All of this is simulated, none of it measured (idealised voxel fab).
Process module, titled voxel released beams
Cross-section cut spans 210 nm and uses square cells 5 nm in size.
If you're reading a cross-section in this doc, picture square cells in a grid; it comes to you as bands, top ones listed first down to the bottom, and a band can be one or more rows of cells. A band entry consists of two parts. The first gives the height of the band's top and the height of its bottom, in nm. The rest lists the band's materials from left to right, each with its width in nm. A single material labelled with the word "all across" fills the band from edge to edge, and the word "empty" marks empty space. Heights are expressed relative to 0, this being the level below which the as-received wafer comprises one material exclusively. The lowest band is unbounded in the downward direction and is denoted as in "0..down". The width entry "30..40" should be interpreted row by row: the top row of cells in the band takes the first number, the bottom row takes the second number, and the change between adjacent rows is uniform throughout. "nothing changed" means the step left every cell of the cross-section as it was. Closed-off voids of 8+ cells (no open route to the top) go in "Enclosed void inventory", written width x height at distance from the left edge, in nm. If you see something after the settings on a step's line, that's the simulator's own remark about that step. When a step includes a mask, the "overlay nm" setting on its line states how far to the right of its planned place that mask lay, and negative values state how far to the left.
[This section lists the process steps that were planned]
| 1 | op RECEIVE | material Si |
| 2 | op CONFORMAL_DEP | material Al2O3 | thk nm 5 |
| 3 | op DIRECTIONAL_DEP | material SiO2 | thk nm 20 |
| 4 | op MASKED_ETCH | tone open | mask id ANCHOR | width nm 40 | etch materials SiO2 | depth nm 20 | overlay nm -15 |
| 5 | op CONFORMAL_DEP | material W | thk nm 15 |
| 6 | op PATTERN | tone cover | mask id BEAM | material resist | width nm 105 | thk nm 15 | overlay nm 0 |
| 7 | op DIRECTIONAL_ETCH | etch materials W | depth nm 15 |
| 8 | op STRIP | etch materials resist |
| 9 | op STRIP | etch materials SiO2 |
Same starting wafers, different overlay nm at step 4. Plan value belongs to the first wafer.
[First of several wafers (as received, post step 1), cross-sectional view]
0..down | Si all across
Enclosed void inventory: none
[End of module: cross-section of the first of several wafers after step 9, the last step]
40..25 | empty=50; W=5; empty=10; W=90; empty=55
25..20 | empty=40; W=15; empty=10; W=15; empty=130
20..5 | empty=40; W=40; empty=130
5..0 | Al2O3 all across
0..down | Si all across
Enclosed void inventory: none
[X-section, last wafer, module end]
40..25 | empty=50; W=35; empty=10; W=60; empty=55
25..20 | empty=70; W=15; empty=10; W=15; empty=100
20..5 | empty=70; W=40; empty=100
5..0 | Al2O3 all across
0..down | Si all across
Enclosed void inventory: none
[The following table contains a row per wafer, in which are reported, at the conclusion of the module, the cells of each material gained (+) or lost (-) since the wafer's receipt, with its closed voids given thereafter]
overlay nm -15; +42 Al2O3; +87 W; Enclosed void inventory: none
overlay nm -10; +42 Al2O3; +87 W; Enclosed void inventory: none
overlay nm -5; +42 Al2O3; +87 W; Enclosed void inventory: none
overlay nm 0; +42 Al2O3; +87 W; Enclosed void inventory: none
overlay nm 5; +42 Al2O3; +87 W; Enclosed void inventory: none
overlay nm 10; +42 Al2O3; +87 W; Enclosed void inventory: none
overlay nm 15; +42 Al2O3; +87 W; Enclosed void inventory: none
